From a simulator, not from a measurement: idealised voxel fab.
process module | voxel capacitor over wiring
cross-section cut | 230 nm wide | cells 5 nm
A cross-section is a grid of square cells, given in bands from the top down. A band is one or more rows of cells.
Each band's line starts with the height of the band's top and of its bottom, in nm. Then come its materials from left to right, each with its width in nm. One material with "throughout" fills the band from edge to edge. "air" is empty space.
Height 0 is the level under which the wafer as received is all one material. The lowest band goes on downwards, as in "0 down".
A width such as "30 to 40" changes by the same amount from each row of cells to the next, from the band's top row to its bottom row.
"no change" after a step means that no cell of the cross-section changed.
closed voids: empty space of 8 cells or more with no open way to the top, each as width x height at its distance from the left edge, in nm
after a step's settings: what the simulator itself notes on the step
overlay nm, on a step with a mask: how far to the right of its planned place the mask lay; to the left if negative
plan
1 op RECEIVE | material Si
2 op CONFORMAL_DEP | material SiO2 | thk nm 10
3 op CONFORMAL_DEP | material SiCN | thk nm 5
4 op DIRECTIONAL_DEP | material lowk | thk nm 20
5 op MASKED_ETCH | tone open | mask id METAL_1 | width nm 30 | pitch nm 90 | etch materials lowk | depth nm 20 | overlay nm 0
6 op MASKED_ETCH | tone open | mask id METAL_1 | width nm 30 | pitch nm 90 | etch materials SiCN | depth nm 5 | overlay nm 0
7 op CONFORMAL_DEP | material TiN | thk nm 5
8 op FILL_DEP | material W | thk nm 10
9 op CMP | height nm 35
10 op EPI | material Ru | thk nm 5
11 op FILL_DEP | material SiCN | thk nm 5
12 op DIRECTIONAL_DEP | material SiO2 | thk nm 15
13 op MASKED_ETCH | tone open | mask id PLUG_1 | width nm 15 | etch materials SiO2 | depth nm 15 | overlay nm 0
14 op MASKED_ETCH | tone open | mask id PLUG_1 | width nm 15 | etch materials SiCN | depth nm 5 | overlay nm 0
15 op EPI | material Ru | thk nm 10
16 op EPI | material Ru | thk nm 10
17 op DIRECTIONAL_DEP | material TiN | thk nm 5
18 op DIRECTIONAL_DEP | material SiN | thk nm 5
19 op DIRECTIONAL_DEP | material TiN | thk nm 5
20 op PATTERN | tone cover | mask id UPPER_PLATE | material resist | width nm 65 | thk nm 15 | overlay nm 0
21 op DIRECTIONAL_ETCH | etch materials TiN | depth nm 5
22 op DIRECTIONAL_ETCH | etch materials SiN | depth nm 5
23 op STRIP | etch materials resist
24 op MASKED_ETCH | tone cover | mask id LOWER_PLATE | width nm 75 | etch materials TiN | depth nm 5 | overlay nm 0
25 op FILL_DEP | material SiO2 | thk nm 20
26 op CMP | height nm 90
27 op PATTERN | tone open | mask id PLUG_2 | material resist | width nm 15 | thk nm 20 | overlay nm 0
28 op DIRECTIONAL_ETCH | etch materials SiO2 | depth nm 15
29 op STRIP | etch materials resist
30 op CONFORMAL_DEP | material TiN | thk nm 5
31 op FILL_DEP | material Ru | thk nm 10
32 op CMP | height nm 90
33 op CONFORMAL_DEP | material SiN | thk nm 5
first wafer, as planned
as received, after step 1
  0 down: Si throughout
  closed voids: none
after step 2
  10 to 0: SiO2 throughout
  below 0: unchanged
after step 3
  15 to 10: SiCN throughout
  below 10: unchanged
after step 4
  35 to 15: lowk throughout
  below 15: unchanged
after step 5
  35 to 15: lowk 55 | air 30 | lowk 60 | air 30 | lowk 55
  below 15: unchanged
after step 6
  35 to 15: lowk 55 | air 30 | lowk 60 | air 30 | lowk 55
  15 to 10: SiCN 55 | air 30 | SiCN 60 | air 30 | SiCN 55
  below 10: unchanged
after step 7
  40 to 35: TiN 60 | air 20 | TiN 70 | air 20 | TiN 60
  35 to 15: lowk 55 | TiN 5 | air 20 | TiN 5 | lowk 60 | TiN 5 | air 20 | TiN 5 | lowk 55
  15 to 10: SiCN 55 | TiN 30 | SiCN 60 | TiN 30 | SiCN 55
  below 10: unchanged
after step 8
  50 to 40: W throughout
  40 to 35: TiN 60 | W 20 | TiN 70 | W 20 | TiN 60
  35 to 15: lowk 55 | TiN 5 | W 20 | TiN 5 | lowk 60 | TiN 5 | W 20 | TiN 5 | lowk 55
  below 15: unchanged
after step 9
  35 to 15: lowk 55 | TiN 5 | W 20 | TiN 5 | lowk 60 | TiN 5 | W 20 | TiN 5 | lowk 55
  below 15: unchanged
after step 10
  40 to 35: air 50 | Ru 40 | air 50 | Ru 40 | air 50
  below 35: unchanged
after step 11
  45 to 40: SiCN throughout
  40 to 35: SiCN 50 | Ru 40 | SiCN 50 | Ru 40 | SiCN 50
  below 35: unchanged
after step 12
  60 to 45: SiO2 throughout
  below 45: unchanged
after step 13
  60 to 45: SiO2 70 | air 15 | SiO2 145
  below 45: unchanged
after step 14
  60 to 45: SiO2 70 | air 15 | SiO2 145
  45 to 40: SiCN 70 | air 15 | SiCN 145
  below 40: unchanged
after step 15
  60 to 50: SiO2 70 | air 15 | SiO2 145
  50 to 45: SiO2 70 | Ru 15 | SiO2 145
  45 to 40: SiCN 70 | Ru 15 | SiCN 145
  below 40: unchanged
after step 16
  60 to 45: SiO2 70 | Ru 15 | SiO2 145
  below 45: unchanged
after step 17
  65 to 60: TiN throughout
  below 60: unchanged
after step 18
  70 to 65: SiN throughout
  below 65: unchanged
after step 19
  75 to 70: TiN throughout
  below 70: unchanged
after step 20
  90 to 75: air 70 | resist 65 | air 95
  below 75: unchanged
after step 21
  90 to 75: air 70 | resist 65 | air 95
  75 to 70: air 70 | TiN 65 | air 95
  below 70: unchanged
after step 22
  90 to 75: air 70 | resist 65 | air 95
  75 to 70: air 70 | TiN 65 | air 95
  70 to 65: air 70 | SiN 65 | air 95
  below 65: unchanged
after step 23
  75 to 70: air 70 | TiN 65 | air 95
  below 70: unchanged
after step 24
  75 to 70: air 70 | TiN 65 | air 95
  70 to 65: air 70 | SiN 65 | air 95
  65 to 60: air 65 | TiN 75 | air 90
  below 60: unchanged
after step 25
  95 to 75: SiO2 throughout
  75 to 70: SiO2 70 | TiN 65 | SiO2 95
  70 to 65: SiO2 70 | SiN 65 | SiO2 95
  65 to 60: SiO2 65 | TiN 75 | SiO2 90
  below 60: unchanged
after step 26
  90 to 75: SiO2 throughout
  below 75: unchanged
after step 27
  110 to 90: resist 80 | air 15 | resist 135
  below 90: unchanged
after step 28
  110 to 90: resist 80 | air 15 | resist 135
  90 to 75: SiO2 80 | air 15 | SiO2 135
  below 75: unchanged
after step 29
  90 to 75: SiO2 80 | air 15 | SiO2 135
  below 75: unchanged
after step 30
  95 to 90: TiN 85 | air 5 | TiN 140
  90 to 80: SiO2 80 | TiN 5 | air 5 | TiN 5 | SiO2 135
  80 to 70: SiO2 80 to 70 | TiN 15 to 65 | SiO2 135 to 95
  below 70: unchanged
after step 31
  105 to 95: Ru throughout
  95 to 90: TiN 85 | Ru 5 | TiN 140
  90 to 80: SiO2 80 | TiN 5 | Ru 5 | TiN 5 | SiO2 135
  below 80: unchanged
after step 32
  90 to 80: SiO2 80 | TiN 5 | Ru 5 | TiN 5 | SiO2 135
  below 80: unchanged
after step 33
  95 to 90: SiN throughout
  below 90: unchanged
second wafer: like start, like plan, one mistake. Through step 14 it matches the first wafer
when step 16 should have ended
  70 to 60: air 60 | Ru 35 | air 135
  60 to 45: SiO2 70 | Ru 15 | SiO2 145
  45 to 40: SiCN 70 | Ru 15 | SiCN 145
  below 40: unchanged
when step 17 should have ended
  75 to 70: air 60 | TiN 35 | air 135
  70 to 65: air 60 | Ru 35 | air 135
  65 to 60: TiN 60 | Ru 35 | TiN 135
  below 60: unchanged
when step 18 should have ended
  80 to 75: air 60 | SiN 35 | air 135
  75 to 70: air 60 | TiN 35 | air 135
  70 to 65: SiN 60 | Ru 35 | SiN 135
  below 65: unchanged
when step 19 should have ended
  85 to 80: air 60 | TiN 35 | air 135
  80 to 75: air 60 | SiN 35 | air 135
  75 to 70: TiN throughout
  below 70: unchanged
when step 20 should have ended
  100 to 85: air 70 | resist 65 | air 95
  85 to 80: air 60 | TiN 35 | resist 40 | air 95
  80 to 75: air 60 | SiN 35 | resist 40 | air 95
  below 75: unchanged
when step 21 should have ended
  100 to 85: air 70 | resist 65 | air 95
  85 to 80: air 70 | TiN 25 | resist 40 | air 95
  80 to 75: air 60 | SiN 35 | resist 40 | air 95
  75 to 70: air 60 | TiN 75 | air 95
  below 70: unchanged
when step 22 should have ended
  100 to 85: air 70 | resist 65 | air 95
  85 to 80: air 70 | TiN 25 | resist 40 | air 95
  80 to 75: air 70 | SiN 25 | resist 40 | air 95
  75 to 70: air 60 | TiN 75 | air 95
  70 to 65: air 60 | Ru 35 | SiN 40 | air 95
  below 65: unchanged
when step 23 should have ended
  85 to 80: air 70 | TiN 25 | air 135
  80 to 75: air 70 | SiN 25 | air 135
  below 75: unchanged
when step 24 should have ended
  85 to 80: air 70 | TiN 25 | air 135
  80 to 75: air 70 | SiN 25 | air 135
  75 to 70: air 65 | TiN 70 | air 95
  70 to 65: air 60 | Ru 35 | SiN 40 | air 95
  65 to 60: air 60 | Ru 35 | TiN 45 | air 90
  below 60: unchanged
when step 25 should have ended
  105 to 85: SiO2 throughout
  85 to 80: SiO2 70 | TiN 25 | SiO2 135
  80 to 75: SiO2 70 | SiN 25 | SiO2 135
  75 to 70: SiO2 65 | TiN 70 | SiO2 95
  70 to 65: SiO2 60 | Ru 35 | SiN 40 | SiO2 95
  65 to 60: SiO2 60 | Ru 35 | TiN 45 | SiO2 90
  below 60: unchanged
when step 26 should have ended
  90 to 85: SiO2 throughout
  below 85: unchanged
when step 27 should have ended
  110 to 90: resist 80 | air 15 | resist 135
  below 90: unchanged
when step 28 should have ended
  110 to 90: resist 80 | air 15 | resist 135
  90 to 85: SiO2 80 | air 15 | SiO2 135
  below 85: unchanged
when step 29 should have ended
  90 to 85: SiO2 80 | air 15 | SiO2 135
  below 85: unchanged
when step 30 should have ended
  95 to 90: TiN 85 | air 5 | TiN 140
  90 to 80: SiO2 80 to 70 | TiN 15 to 25 | SiO2 135
  below 80: unchanged
when step 31 should have ended
  105 to 95: Ru throughout
  95 to 90: TiN 85 | Ru 5 | TiN 140
  below 90: unchanged
when step 32 should have ended
  90 to 80: SiO2 80 to 70 | TiN 15 to 25 | SiO2 135
  below 80: unchanged
when step 33 should have ended
  95 to 90: SiN throughout
  below 90: unchanged
what went wrong: one of the steps 15 and 16, which are alike, was run twice
at the end the second wafer has, in cells: 12 more of Ru | 8 fewer of SiO2 | 4 fewer of TiN
